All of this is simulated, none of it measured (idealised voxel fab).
You're looking at the process module voxel trench capacitor.
The width of the displayed cross-section, cut, is 275 nm; its cells are square, with a size of 5 nm.
Reading order for cross-sections: top band down to bottom band. Underlying form: a grid of square cells. Band size: one or more rows of cells.
Band: top height; bottom height; in nm. Then, left to right: material with width in nm, for each material. "throughout": a single material spanning edge to edge. "blank": empty space.
Height datum 0, below which the as-received substrate wafer is one material. Lowest band open at the bottom, running downward: "0 nm and below".
So if you see something like "30->40" for the width, read it as the top row of the band sitting at the first number and the bottom row at the second, with every row in between moving by the same amount as the last.
What does "remained the same" mean for a step? It means no cell of the cross-section changed in that step.
This entry, "Fully closed voids", enumerates those empty regions of no fewer than 8 cells that possess no open connection to the top. Each region is reported in the form width x height at distance, the distance being taken from the left edge, with all three quantities expressed in nm.
Read whatever lies past the settings on a step's line as the simulator's own remark about the step.
For masked steps, "overlay nm" on the step line gives how far right of plan the mask actually lay; a minus sign means it lay to the left.

### Intended process steps
step 1: RECEIVE,material Si
step 2: CONFORMAL_DEP,material SiN,thk nm 10
step 3: PATTERN,tone open,mask id TRENCH,material resist,width nm 20,pitch nm 50,thk nm 15,overlay nm 0
step 4: DIRECTIONAL_ETCH,etch materials SiN,depth nm 10
step 5: DIRECTIONAL_ETCH,etch materials Si,depth nm 30
step 6: STRIP,etch materials resist
step 7: CONFORMAL_DEP,material Al2O3,thk nm 5
step 8: FILL_DEP,material polySi,thk nm 10
step 9: CMP,height nm 10

### As-received state of the wafer in cross-section, equivalent to post-step 1
	0 nm and below  Si throughout
	Fully closed voids: none

### Look at the cross-section after the module: the wafer started out the way shown above and the plan was the one shown above, yet one mistake was made along the way
	20 nm to 15 nm  polySi throughout
	15 nm to 10 nm  Al2O3=105 / polySi=10 / Al2O3=40 / polySi=10 / Al2O3=110
	10 nm to 0 nm  SiN=100 / Al2O3=5 / polySi=10 / Al2O3=5 / SiN=30 / Al2O3=5 / polySi=10 / Al2O3=5 / SiN=105
	0 nm to -25 nm  Si=100 / Al2O3=5 / polySi=10 / Al2O3=5 / Si=30 / Al2O3=5 / polySi=10 / Al2O3=5 / Si=105
	-25 nm to -30 nm  Si=100 / Al2O3=20 / Si=30 / Al2O3=20 / Si=105
	-30 nm and below  Si throughout
	Fully closed voids: none
Where did the run depart from the plan? step 9 went in with a setting other than planned; the actual run was CMP,height nm 20
